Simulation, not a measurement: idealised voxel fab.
Name of the process module below: voxel wiring stack
The cross-section on display is named cut; it measures 155 nm wide, and its cells are 5 nm squares.
Cross-section format: a grid of square cells, given as bands from top to bottom; each band is one or more rows of cells. Within each band entry, the heights of the top and of the bottom of the band appear first, in that order and in nm; the materials of the band then follow from left to right, each with its corresponding width in nm. The designation "full width" on a single material indicates that it fills the band from edge to edge; the designation "blank" indicates empty space. Heights are expressed relative to 0, this being the level below which the as-received wafer comprises one material exclusively. The lowest band is unbounded in the downward direction and is denoted as in "0..down". So if you see something like "30..40" for the width, read it as the top row of the band sitting at the first number and the bottom row at the second, with every row in between moving by the same amount as the last. Step marked "no modifications"? Then no cell in the cross-section changed in it. Each empty space that has no open way to the top and spans at least 8 cells appears under "Trapped voids" as width x height at distance, the distance counted from the left edge, all in nm. Read whatever lies past the settings on a step's line as the simulator's own remark about the step. Among the settings permitted on a step's line is "overlay nm"; applied to a step with a mask, it specifies the extent to which the mask lay to the right of its planned position, whereas a negative figure signifies a position to the left.

## Process steps foreseen in the plan
1,RECEIVE | material Si
2,CONFORMAL_DEP | material SiO2 | thk nm 10
3,DIRECTIONAL_DEP | material TiN | thk nm 5
4,DIRECTIONAL_DEP | material Ru | thk nm 15
5,MASKED_ETCH | tone cover | mask id METAL_1 | width nm 25 | pitch nm 45 | etch materials Ru | depth nm 15 | overlay nm 0
6,MASKED_ETCH | tone cover | mask id METAL_1 | width nm 25 | pitch nm 45 | etch materials TiN | depth nm 5 | overlay nm 0
7,FILL_DEP | material lowk | thk nm 5
8,CMP | height nm 30
9,CONFORMAL_DEP | material SiCN | thk nm 5
10,DIRECTIONAL_DEP | material lowk | thk nm 10
11,MASKED_ETCH | tone open | mask id PLUG_1 | width nm 15 | pitch nm 45 | etch materials lowk | depth nm 5 | overlay nm 0
12,MASKED_ETCH | tone open | mask id PLUG_1 | width nm 15 | pitch nm 45 | etch materials SiCN | depth nm 5 | overlay nm 0
13,EPI | material Ru | thk nm 10
14,EPI | material Ru | thk nm 5
15,CONFORMAL_DEP | material SiCN | thk nm 5
16,DIRECTIONAL_DEP | material SiO2 | thk nm 25
17,PATTERN | tone open | mask id METAL_2 | material resist | width nm 25 | pitch nm 45 | thk nm 20 | overlay nm 0
18,DIRECTIONAL_ETCH | etch materials SiO2 | depth nm 25
19,DIRECTIONAL_ETCH | etch materials SiCN | depth nm 5
20,STRIP | etch materials resist
21,CONFORMAL_DEP | material TiN | thk nm 5
22,FILL_DEP | material Ru | thk nm 10
23,CMP | height nm 75
24,CONFORMAL_DEP | material SiCN | thk nm 5
25,DIRECTIONAL_DEP | material SiO2 | thk nm 35
26,PATTERN | tone open | mask id METAL_3 | material resist | width nm 25 | pitch nm 45 | thk nm 20 | overlay nm 0
27,DIRECTIONAL_ETCH | etch materials SiO2 | depth nm 20
28,STRIP | etch materials resist
29,MASKED_ETCH | tone open | mask id METAL_3_HOLES | width nm 15 | pitch nm 90 | etch materials SiO2 | depth nm 15 | overlay nm 0
30,MASKED_ETCH | tone open | mask id METAL_3_HOLES | width nm 15 | pitch nm 90 | etch materials SiCN | depth nm 5 | overlay nm 0
31,CONFORMAL_DEP | material TiN | thk nm 5
32,FILL_DEP | material Cu | thk nm 5
33,CMP | height nm 115
34,CONFORMAL_DEP | material SiN | thk nm 5
The plan's step 11 depth nm is the first wafer's value; the wafers differ in this setting and start identical.

## Cross-section of the first of several wafers on receipt, reflecting completion of step 1
    0..down: Si full width
    Trapped voids: none

## The table below has one row for each wafer; a row shows, as of the end of the module, how many cells of each material the wafer has gained, marked (+), or lost, marked (-), since it was received, and then the wafer's closed voids
depth nm 5; +35 Cu; +90 Ru; +78 SiCN; +31 SiN; +281 SiO2; +112 TiN; +117 lowk; Trapped voids: none
depth nm 10; +35 Cu; +117 Ru; +63 SiCN; +31 SiN; +281 SiO2; +109 TiN; +108 lowk; Trapped voids: none
depth nm 15; +35 Cu; +117 Ru; +63 SiCN; +31 SiN; +281 SiO2; +109 TiN; +108 lowk; Trapped voids: none
depth nm 20; +35 Cu; +117 Ru; +63 SiCN; +31 SiN; +281 SiO2; +109 TiN; +108 lowk; Trapped voids: none
depth nm 25; +35 Cu; +117 Ru; +63 SiCN; +31 SiN; +281 SiO2; +109 TiN; +108 lowk; Trapped voids: none
